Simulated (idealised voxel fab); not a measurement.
process module | voxel wiring stack
cross-section cut | 255 nm wide | cells 5 nm
A cross-section is a grid of square cells, given in bands from the top down. A band is one or more rows of cells.
Each band's line starts with the height of the band's top and of its bottom, in nm. Then come its materials from left to right, each with its width in nm. One material with "throughout" fills the band from edge to edge. "air" is empty space.
Height 0 is the level under which the wafer as received is all one material. The lowest band goes on downwards, as in "0 down".
A width such as "30 to 40" changes by the same amount from each row of cells to the next, from the band's top row to its bottom row.
"no change" after a step means that no cell of the cross-section changed.
closed voids: empty space of 8 cells or more with no open way to the top, each as width x height at its distance from the left edge, in nm
after a step's settings: what the simulator itself notes on the step
overlay nm, on a step with a mask: how far to the right of its planned place the mask lay; to the left if negative
plan
1 op RECEIVE | material Si
2 op CONFORMAL_DEP | material SiO2 | thk nm 15
3 op DIRECTIONAL_DEP | material TiN | thk nm 5
4 op DIRECTIONAL_DEP | material W | thk nm 15
5 op DIRECTIONAL_DEP | material aC | thk nm 10
6 op PATTERN | tone cover | mask id METAL_1 | material resist | width nm 30 | pitch nm 50 | thk nm 25 | overlay nm 0
7 op DIRECTIONAL_ETCH | etch materials aC | depth nm 10
8 op STRIP | etch materials resist
9 op DIRECTIONAL_ETCH | etch materials W | depth nm 15
10 op DIRECTIONAL_ETCH | etch materials TiN | depth nm 5
11 op STRIP | etch materials aC
12 op FILL_DEP | material SiO2 | thk nm 10
13 op CMP | height nm 35
14 op CONFORMAL_DEP | material SiCN | thk nm 5
15 op DIRECTIONAL_DEP | material lowk | thk nm 10
16 op PATTERN | tone open | mask id PLUG_1 | material resist | width nm 15 | pitch nm 50 | thk nm 20 | overlay nm 0
17 op DIRECTIONAL_ETCH | etch materials lowk | depth nm 10
18 op DIRECTIONAL_ETCH | etch materials SiCN | depth nm 5
19 op STRIP | etch materials resist
20 op CONFORMAL_DEP | material TiN | thk nm 5
21 op FILL_DEP | material Ru | thk nm 5
22 op CMP | height nm 50
23 op DIRECTIONAL_DEP | material TiN | thk nm 5
24 op DIRECTIONAL_DEP | material Ru | thk nm 15
25 op DIRECTIONAL_DEP | material aC | thk nm 10
26 op PATTERN | tone cover | mask id METAL_2 | material resist | width nm 30 | pitch nm 50 | thk nm 25 | overlay nm 0
27 op DIRECTIONAL_ETCH | etch materials aC | depth nm 10
28 op STRIP | etch materials resist
29 op DIRECTIONAL_ETCH | etch materials Ru | depth nm 15
30 op DIRECTIONAL_ETCH | etch materials TiN | depth nm 5
31 op STRIP | etch materials aC
32 op CONFORMAL_DEP | material SiCN | thk nm 5
33 op FILL_DEP | material lowk | thk nm 10
34 op CMP | height nm 70
35 op CONFORMAL_DEP | material SiCN | thk nm 5
as received, after step 1
  0 down: Si throughout
  closed voids: none
a wafer at the end: this start, this plan, one mistake
  75 to 70: SiCN throughout
  70 to 55: lowk 30 | SiCN 5 | Ru 30 | SiCN 5 | lowk 10 | SiCN 5 | Ru 30 | SiCN 5 | lowk 10 | SiCN 5 | Ru 30 | SiCN 5 | lowk 10 | SiCN 5 | Ru 30 | SiCN 5 | lowk 35
  55 to 50: SiCN 35 | TiN 30 | SiCN 20 | TiN 30 | SiCN 20 | TiN 30 | SiCN 20 | TiN 30 | SiCN 40
  50 to 40: lowk 35 | TiN 5 | Ru 5 | TiN 5 | lowk 35 | TiN 5 | Ru 5 | TiN 5 | lowk 35 | TiN 5 | Ru 5 | TiN 5 | lowk 35 | TiN 5 | Ru 5 | TiN 5 | lowk 55
  40 to 35: SiCN 35 | TiN 15 | SiCN 35 | TiN 15 | SiCN 35 | TiN 15 | SiCN 35 | TiN 15 | SiCN 55
  35 to 30: SiO2 35 | TiN 30 | SiO2 20 | TiN 30 | SiO2 20 | TiN 30 | SiO2 20 | TiN 30 | SiO2 40
  30 to 0: SiO2 throughout
  0 down: Si throughout
  closed voids: none
what went wrong: step 2 was run twice
